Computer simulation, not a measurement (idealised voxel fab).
The name of this process module is voxel capacitor over wiring.
The cross-section on display is named cut; it measures 225 nm wide, and its cells are 5 nm squares.
A cross-section is written here as square cells arranged in a grid, and it is given in bands from the top down, each band taking up one or more rows of cells.
Look at the band entry: it leads with the top's height and the bottom's height in nm. Then it lists the materials left to right, with a width in nm for each. The word "throughout" on a single material says that material fills the band edge to edge. The word "empty" is empty space.
It should be noted that heights are counted from 0, beneath which the wafer as supplied is of one material throughout, and that the lowest band possesses no lower boundary but continues downward, as written in "0 -> down".
Width spec "30 to 40" -> top row of cells at first value, bottom row at second value, equal per-row change in between.
A step reported as "nothing was modified" is a step in which no cell of the cross-section changed.
Look at "Enclosed internal voids" for the closed voids: empty spaces with no open path to the top, sized 8 cells or up. Each is width x height at distance, distance from the left edge, all nm.
Whatever follows a step's settings on its line is a remark the simulator itself makes about that step.
"overlay nm" on a masked step: distance the mask lay right of its planned place, negative for left.
THE STEPS PLANNED FOR THE PROCESS ARE AS FOLLOWS
1) RECEIVE,material Si
2) CONFORMAL_DEP,material SiO2,thk nm 15
3) CONFORMAL_DEP,material SiN,thk nm 5
4) DIRECTIONAL_DEP,material SiO2,thk nm 25
5) DIRECTIONAL_DEP,material aC,thk nm 10
6) PATTERN,tone open,mask id METAL_1,material resist,width nm 25,pitch nm 85,thk nm 30,overlay nm 0
7) DIRECTIONAL_ETCH,etch materials aC,depth nm 10
8) STRIP,etch materials resist
9) DIRECTIONAL_ETCH,etch materials SiO2,depth nm 25
10) DIRECTIONAL_ETCH,etch materials SiN,depth nm 5
11) STRIP,etch materials aC
12) CONFORMAL_DEP,material TiN,thk nm 5
13) FILL_DEP,material Ru,thk nm 5
14) CMP,height nm 45
15) EPI,material Ru,thk nm 5
16) FILL_DEP,material SiCN,thk nm 5
17) DIRECTIONAL_DEP,material SiO2,thk nm 15
18) MASKED_ETCH,tone open,mask id PLUG_1,width nm 15,etch materials SiO2,depth nm 15,overlay nm 0
19) MASKED_ETCH,tone open,mask id PLUG_1,width nm 15,etch materials SiCN,depth nm 5,overlay nm 0
20) CONFORMAL_DEP,material TiN,thk nm 5
21) FILL_DEP,material W,thk nm 10
22) CMP,height nm 70
23) DIRECTIONAL_DEP,material TiN,thk nm 10
24) DIRECTIONAL_DEP,material Al2O3,thk nm 5
25) DIRECTIONAL_DEP,material TiN,thk nm 10
26) PATTERN,tone cover,mask id UPPER_PLATE,material resist,width nm 65,thk nm 15,overlay nm 0
27) DIRECTIONAL_ETCH,etch materials TiN,depth nm 10
28) DIRECTIONAL_ETCH,etch materials Al2O3,depth nm 5
29) STRIP,etch materials resist
30) DIRECTIONAL_DEP,material aC,thk nm 15
31) PATTERN,tone cover,mask id LOWER_PLATE,material resist,width nm 75,thk nm 30,overlay nm 0
32) DIRECTIONAL_ETCH,etch materials aC,depth nm 15
33) STRIP,etch materials resist
34) DIRECTIONAL_ETCH,etch materials TiN,depth nm 10
35) STRIP,etch materials aC
36) FILL_DEP,material SiO2,thk nm 15
37) CMP,height nm 105
38) PATTERN,tone open,mask id PLUG_2,material resist,width nm 15,thk nm 20,overlay nm 0
39) DIRECTIONAL_ETCH,etch materials SiO2,depth nm 10
40) STRIP,etch materials resist
41) CONFORMAL_DEP,material TiN,thk nm 5
42) FILL_DEP,material Cu,thk nm 10
43) CMP,height nm 105
44) CONFORMAL_DEP,material SiCN,thk nm 5
STEP 1 COMPLETE: CROSS-SECTION OF THE WAFER AS RECEIVED
- 0 -> down = Si throughout
- Enclosed internal voids: none
FIGURE: CROSS-SECTIONAL VIEW OF THE WAFER UPON COMPLETION OF THE MODULE, PROCESSED FROM THE INITIAL STATE AND ACCORDING TO THE PLAN DEPICTED ABOVE, WITH ONE ERROR INTRODUCED DURING EXECUTION
- 125 -> 120 = SiCN throughout
- 120 -> 110 = Cu throughout
- 110 -> 105 = 80 of TiN; 5 of Cu; 140 of TiN
- 105 -> 100 = 75 of SiO2; 5 of TiN; 5 of Cu; 5 of TiN; 135 of SiO2
- 100 -> 95 = 75 of SiO2; 15 of TiN; 135 of SiO2
- 95 -> 85 = 65 of SiO2; 65 of TiN; 95 of SiO2
- 85 -> 80 = 65 of SiO2; 65 of Al2O3; 95 of SiO2
- 80 -> 70 = 60 of SiO2; 75 of TiN; 90 of SiO2
- 70 -> 55 = 65 of SiO2; 5 of TiN; 5 of W; 5 of TiN; 145 of SiO2
- 55 -> 50 = 65 of SiCN; 15 of TiN; 145 of SiCN
- 50 -> 45 = 50 of SiCN; 35 of Ru; 50 of SiCN; 35 of Ru; 55 of SiCN
- 45 -> 20 = 55 of SiO2; 5 of TiN; 15 of Ru; 5 of TiN; 60 of SiO2; 5 of TiN; 15 of Ru; 5 of TiN; 60 of SiO2
- 20 -> 15 = 55 of SiN; 25 of TiN; 60 of SiN; 25 of TiN; 60 of SiN
- 15 -> 0 = SiO2 throughout
- 0 -> down = Si throughout
- Enclosed internal voids: none
It is concluded that the wafer was processed incorrectly with respect to the plan, in that the run left out plan step 43 entirely, so it was never executed
